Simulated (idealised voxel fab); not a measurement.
process module | voxel transistor to metal
cross-section cut | 170 nm wide | cells 5 nm
A cross-section is a grid of square cells, given in bands from the top down. A band is one or more rows of cells.
Each band's line starts with the height of the band's top and of its bottom, in nm. Then come its materials from left to right, each with its width in nm. One material with "throughout" fills the band from edge to edge. "air" is empty space.
Height 0 is the level under which the wafer as received is all one material. The lowest band goes on downwards, as in "0 down".
A width such as "30 to 40" changes by the same amount from each row of cells to the next, from the band's top row to its bottom row.
"no change" after a step means that no cell of the cross-section changed.
closed voids: empty space of 8 cells or more with no open way to the top, each as width x height at its distance from the left edge, in nm
after a step's settings: what the simulator itself notes on the step
overlay nm, on a step with a mask: how far to the right of its planned place the mask lay; to the left if negative
plan
1 op RECEIVE | material Si
2 op CONFORMAL_DEP | material SiO2 | thk nm 5
3 op CONFORMAL_DEP | material SiN | thk nm 15
4 op MASKED_ETCH | tone cover | mask id ACTIVE | width nm 95 | etch materials SiN | depth nm 15 | overlay nm 0
5 op MASKED_ETCH | tone cover | mask id ACTIVE | width nm 95 | etch materials SiO2 | depth nm 5 | overlay nm -15
6 op MASKED_ETCH | tone cover | mask id ACTIVE | width nm 95 | etch materials Si | depth nm 20 | overlay nm 0
7 op OXIDIZE | depth nm 5
8 op FILL_DEP | material SiO2 | thk nm 15
9 op CMP | height nm 20
10 op SELECTIVE_ETCH | etch materials SiO2 | depth nm 10
11 op STRIP | etch materials SiN
12 op SELECTIVE_ETCH | etch materials SiO2 | depth nm 5
13 op OXIDIZE | depth nm 5
14 op DIRECTIONAL_DEP | material polySi | thk nm 30
15 op DIRECTIONAL_DEP | material SiCN | thk nm 10
16 op PATTERN | tone cover | mask id GATE | material resist | width nm 15 | thk nm 20 | overlay nm 0
17 op DIRECTIONAL_ETCH | etch materials SiCN | depth nm 20
18 op DIRECTIONAL_ETCH | etch materials polySi | depth nm 40
19 op STRIP | etch materials resist
20 op CONFORMAL_DEP | material SiN | thk nm 10
21 op DIRECTIONAL_ETCH | etch materials SiN | depth nm 10
22 op DIRECTIONAL_ETCH | etch materials SiO2 | depth nm 5
23 op DIRECTIONAL_ETCH | etch materials Si | depth nm 5
24 op EPI | material pSi | thk nm 10
25 op FILL_DEP | material SiO2 | thk nm 5
26 op CMP | height nm 40
27 op DIRECTIONAL_DEP | material SiO2 | thk nm 15
28 op MASKED_ETCH | tone open | mask id CONTACT | width nm 15 | pitch nm 60 | etch materials SiO2 | depth nm 55 | overlay nm 0
29 op CONFORMAL_DEP | material TiN | thk nm 5
30 op FILL_DEP | material Ru | thk nm 10
31 op CMP | height nm 55
32 op CONFORMAL_DEP | material SiN | thk nm 5
33 op DIRECTIONAL_DEP | material SiO2 | thk nm 25
34 op PATTERN | tone open | mask id METAL_1 | material resist | width nm 15 | pitch nm 60 | thk nm 15 | overlay nm 0
35 op DIRECTIONAL_ETCH | etch materials SiO2 | depth nm 25
36 op DIRECTIONAL_ETCH | etch materials SiN | depth nm 5
37 op STRIP | etch materials resist
38 op CONFORMAL_DEP | material TiN | thk nm 5
39 op FILL_DEP | material Cu | thk nm 5
40 op CMP | height nm 85
41 op CONFORMAL_DEP | material SiCN | thk nm 5
varied across the wafers: overlay nm of step 5. The plan shows the first wafer's value. All wafers start alike
first wafer as received, after step 1
  0 down: Si throughout
  closed voids: none
each wafer at the end: cells of each material gained (+) or lost (-) since it was received, then its closed voids
overlay nm -15 | +10 Cu | +18 Ru | -100 Si | +40 SiCN | +64 SiN | +465 SiO2 | +71 TiN | +26 pSi | +18 polySi | closed voids: none
overlay nm -10 | +10 Cu | +18 Ru | -104 Si | +40 SiCN | +64 SiN | +469 SiO2 | +71 TiN | +26 pSi | +18 polySi | closed voids: none
overlay nm -5 | +10 Cu | +18 Ru | -108 Si | +40 SiCN | +64 SiN | +473 SiO2 | +71 TiN | +26 pSi | +18 polySi | closed voids: none
overlay nm 0 | +10 Cu | +18 Ru | -112 Si | +40 SiCN | +64 SiN | +478 SiO2 | +72 TiN | +24 pSi | +18 polySi | closed voids: none
overlay nm 5 | +10 Cu | +18 Ru | -108 Si | +40 SiCN | +64 SiN | +473 SiO2 | +71 TiN | +26 pSi | +18 polySi | closed voids: none
overlay nm 10 | +10 Cu | +18 Ru | -104 Si | +40 SiCN | +64 SiN | +469 SiO2 | +71 TiN | +26 pSi | +18 polySi | closed voids: none
overlay nm 15 | +10 Cu | +18 Ru | -100 Si | +40 SiCN | +64 SiN | +465 SiO2 | +71 TiN | +26 pSi | +18 polySi | closed voids: none
